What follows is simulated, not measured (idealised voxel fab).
You're looking at the process module voxel ribs on slabs.
Square cell edge 5 nm, section width 250 nm, ID cut.
Just so we're on the same page, the cross-sections are grids of square cells, and they're listed out in bands top to bottom, each band one or more rows deep.
Per band: top height and bottom height in nm, followed by the left-to-right materials and their widths in nm; "all across" marks a single material spanning edge to edge, "air" marks empty space.
Basically, 0 is our baseline, since under it the wafer straight out of the box is all one material. The bottom band has no lower end and keeps on going down, so it looks like "top 0, no bottom".
Top row gets the first number, bottom row gets the second, and each row in between changes by the same step: that is how a band width like "30->40" works.
The cross-section has no changed cell in any step marked "no change occurred".
"Voids, fully enclosed": sealed empty spaces, 8 cells or more, no open way to top, listed width x height at distance, with distance from the left edge and width, height and distance in nm.
On a step's line, text after the settings is the simulator commenting on that step.
overlay nm: where the mask lay relative to plan, measured to the right, on steps with a mask; negatives go left.
## List of planned process steps
1. RECEIVE (material Si)
2. DIRECTIONAL_DEP (material SiO2; thk nm 25)
3. DIRECTIONAL_DEP (material polySi; thk nm 15)
4. PATTERN (tone cover; mask id RIB; material resist; width nm 30; thk nm 20; overlay nm 0)
5. DIRECTIONAL_ETCH (etch materials polySi; depth nm 10)
6. STRIP (etch materials resist)
7. MASKED_ETCH (tone cover; mask id SLAB; width nm 90; etch materials polySi; depth nm 5; overlay nm -15)
8. FILL_DEP (material SiO2; thk nm 25)
9. CMP (height nm 60)
10. DIRECTIONAL_DEP (material TiN; thk nm 5)
11. MASKED_ETCH (tone cover; mask id HEATER; width nm 40; etch materials TiN; depth nm 5; overlay nm 0)
12. CONFORMAL_DEP (material SiO2; thk nm 10)
Wafer-to-wafer difference: overlay nm, step 7. Common start. Plan = first wafer's value.
## Received condition of the first of several wafers, sectioned: post-step 1
  top 0, no bottom = Si all across
  Voids, fully enclosed: none
## The table below has one row for each wafer; a row shows, as of the end of the module, how many cells of each material the wafer has gained, marked (+), or lost, marked (-), since it was received, and then the wafer's closed voids
overlay nm -15; +674 SiO2; +8 TiN; +30 polySi; Voids, fully enclosed: none
overlay nm -10; +674 SiO2; +8 TiN; +30 polySi; Voids, fully enclosed: none
overlay nm -5; +674 SiO2; +8 TiN; +30 polySi; Voids, fully enclosed: none
overlay nm 0; +674 SiO2; +8 TiN; +30 polySi; Voids, fully enclosed: none
overlay nm 5; +674 SiO2; +8 TiN; +30 polySi; Voids, fully enclosed: none
overlay nm 10; +674 SiO2; +8 TiN; +30 polySi; Voids, fully enclosed: none
overlay nm 15; +674 SiO2; +8 TiN; +30 polySi; Voids, fully enclosed: none
